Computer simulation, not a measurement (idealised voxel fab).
You're looking at the process module voxel self aligned vias.
Section shown: cut. Width: 170 nm. Cell size: 5 nm, square.
Cross-section format: a grid of square cells, given as bands from top to bottom; each band is one or more rows of cells. Look at the band entry: it leads with the top's height and the bottom's height in nm. Then it lists the materials left to right, with a width in nm for each. The word "edge to edge" on a single material says that material fills the band edge to edge. The word "empty" is empty space. Counting heights begins at 0, where everything beneath is, in the wafer as received, one material. The lowest band has no bottom; it goes on downwards, as "0 -> down" shows. Width: "30 to 40" (first number = top row, second number = bottom row, same change from row to row of cells). You'll sometimes find "no alteration" written for a step, and that's the way of saying that nowhere in the cross-section did a cell change during that step. You'll see "Fully enclosed voids" listing empty spaces that have no way open to the top, as long as they're 8 cells or more; the notation is width x height at distance, where the distance is from the left edge, and all of it is in nm. Heads up: the bit after the settings on a step's line is the simulator's remark on that step. "overlay nm", when on a step's line for a step with a mask, measures how far to the right of its planned place the mask lay; a negative measure means to the left.
## So here's the lineup of process steps we planned
| 1 | RECEIVE: material Si |
| 2 | CONFORMAL_DEP: material SiO2, thk nm 15 |
| 3 | CONFORMAL_DEP: material SiCN, thk nm 5 |
| 4 | DIRECTIONAL_DEP: material lowk, thk nm 20 |
| 5 | PATTERN: tone open, mask id LINES, material resist, width nm 20, pitch nm 50, thk nm 20, overlay nm 0 |
| 6 | DIRECTIONAL_ETCH: etch materials lowk, depth nm 20 |
| 7 | STRIP: etch materials resist |
| 8 | CONFORMAL_DEP: material TiN, thk nm 5 |
| 9 | FILL_DEP: material Ru, thk nm 5 |
| 10 | CMP: height nm 40 |
| 11 | SELECTIVE_ETCH: etch materials W Ru TiN, depth nm 5 |
| 12 | FILL_DEP: material SiN, thk nm 10 |
| 13 | CMP: height nm 40 |
| 14 | DIRECTIONAL_DEP: material lowk, thk nm 15 |
| 15 | MASKED_ETCH: tone open, mask id VIAS, width nm 20, etch materials lowk, depth nm 15, overlay nm 0 |
| 16 | MASKED_ETCH: tone open, mask id VIAS, width nm 30, etch materials SiN, depth nm 5, overlay nm 0 |
| 17 | CONFORMAL_DEP: material TiN, thk nm 5 |
| 18 | FILL_DEP: material Ru, thk nm 10 |
| 19 | CMP: height nm 55 |
| 20 | CONFORMAL_DEP: material SiN, thk nm 5 |
Across this set of wafers, the varied parameter is the width nm of step 15. Starting conditions are identical for every wafer, and the plan reports the value assigned to the first wafer.
## The first of several wafers in cross-section, exactly as it reached us after step 1
	0 -> down  Si edge to edge
	Fully enclosed voids: none
## Below, a row for every wafer. Read it as the end-of-module picture: for each material the wafer shows its cells gained (+) or lost (-) since it was received, and then its closed voids
width nm 20; +14 Ru; +34 SiCN; +38 SiN; +102 SiO2; +26 TiN; +194 lowk; Fully enclosed voids: none
width nm 25; +16 Ru; +34 SiCN; +38 SiN; +102 SiO2; +27 TiN; +191 lowk; Fully enclosed voids: none
width nm 30; +18 Ru; +34 SiCN; +38 SiN; +102 SiO2; +28 TiN; +188 lowk; Fully enclosed voids: none
width nm 35; +20 Ru; +34 SiCN; +38 SiN; +102 SiO2; +29 TiN; +185 lowk; Fully enclosed voids: none
width nm 40; +22 Ru; +34 SiCN; +38 SiN; +102 SiO2; +30 TiN; +182 lowk; Fully enclosed voids: none
width nm 45; +24 Ru; +34 SiCN; +38 SiN; +102 SiO2; +31 TiN; +179 lowk; Fully enclosed voids: none
